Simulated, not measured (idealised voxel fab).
This is a process module. Its name is voxel spacer lines.
200 nm wide, 5 nm square cells: that's cross-section cut.
The cross-sections in this document take the form of a grid made of square cells. They are written out as bands, in order from top to bottom. Each band consists of one or more rows of cells.
For a band, the entry starts with two heights in nm, that of the top and then that of the bottom, and carries on with the band's materials in order from left to right, each alongside its width in nm; the word "full width" beside a single material means it fills the band edge to edge, and "empty" means empty space.
We count height from 0. Below that, the starting wafer is all one material. The lowest band never ends at the bottom but goes on down; see "from 0 down" for how that is written.
Width spec "30->40" -> top row of cells at first value, bottom row at second value, equal per-row change in between.
You'll sometimes find "nothing changed" written for a step, and that's the way of saying that nowhere in the cross-section did a cell change during that step.
The entry "Enclosed void catalog" lists the empty spaces that cover at least 8 cells and have no open path to the top. Each is written as width x height at distance, where the distance is measured from the left edge and all three values are in nm.
Whatever follows a step's settings on its line is a remark the simulator itself makes about that step.
The "overlay nm" setting may appear on a step's line; for a step that uses a mask, it gives how far to the right of its planned position the mask lay, and a negative value indicates the left.
**Here's what the planned process steps look like**
| 1 | RECEIVE,material Si |
| 2 | CONFORMAL_DEP,material Al2O3,thk nm 5 |
| 3 | DIRECTIONAL_DEP,material TiN,thk nm 20 |
| 4 | DIRECTIONAL_DEP,material polySi,thk nm 20 |
| 5 | PATTERN,tone cover,mask id MANDREL,material resist,width nm 20,pitch nm 70,thk nm 25,overlay nm 0 |
| 6 | DIRECTIONAL_ETCH,etch materials polySi,depth nm 20 |
| 7 | STRIP,etch materials resist |
| 8 | CONFORMAL_DEP,material SiO2,thk nm 15 |
| 9 | DIRECTIONAL_ETCH,etch materials SiO2,depth nm 15 |
| 10 | STRIP,etch materials polySi |
| 11 | DIRECTIONAL_ETCH,etch materials TiN,depth nm 20 |
| 12 | STRIP,etch materials SiO2 |
**Wafer at receipt (post step 1), cross-section**
- from 0 down: Si full width
- Enclosed void catalog: none
**Cross-section taken at module completion on the first of two wafers; processed per the plan**
- from 25 to 5: empty 40 nm / TiN 15 nm / empty 20 nm / TiN 15 nm / empty 20 nm / TiN 15 nm / empty 20 nm / TiN 15 nm / empty 40 nm
- from 5 to 0: Al2O3 full width
- from 0 down: Si full width
- Enclosed void catalog: none
**Cross-sectional view: second of two wafers, end of module; start and plan identical to the first, one mistake in running**
- from 25 to 5: empty 40 nm / TiN 15 nm / empty 25 nm / TiN 15 nm / empty 15 nm / TiN 15 nm / empty 25 nm / TiN 15 nm / empty 35 nm
- from 5 to 0: Al2O3 full width
- from 0 down: Si full width
- Enclosed void catalog: none
The mistake made against the process plan was this: step 5 ran with different settings than intended, the actual operation and settings being PATTERN,tone cover,mask id MANDREL,material resist,width nm 25,pitch nm 70,thk nm 25,overlay nm 0
The two final wafers agree on how many cells each material fills and disagree on which cells those are.
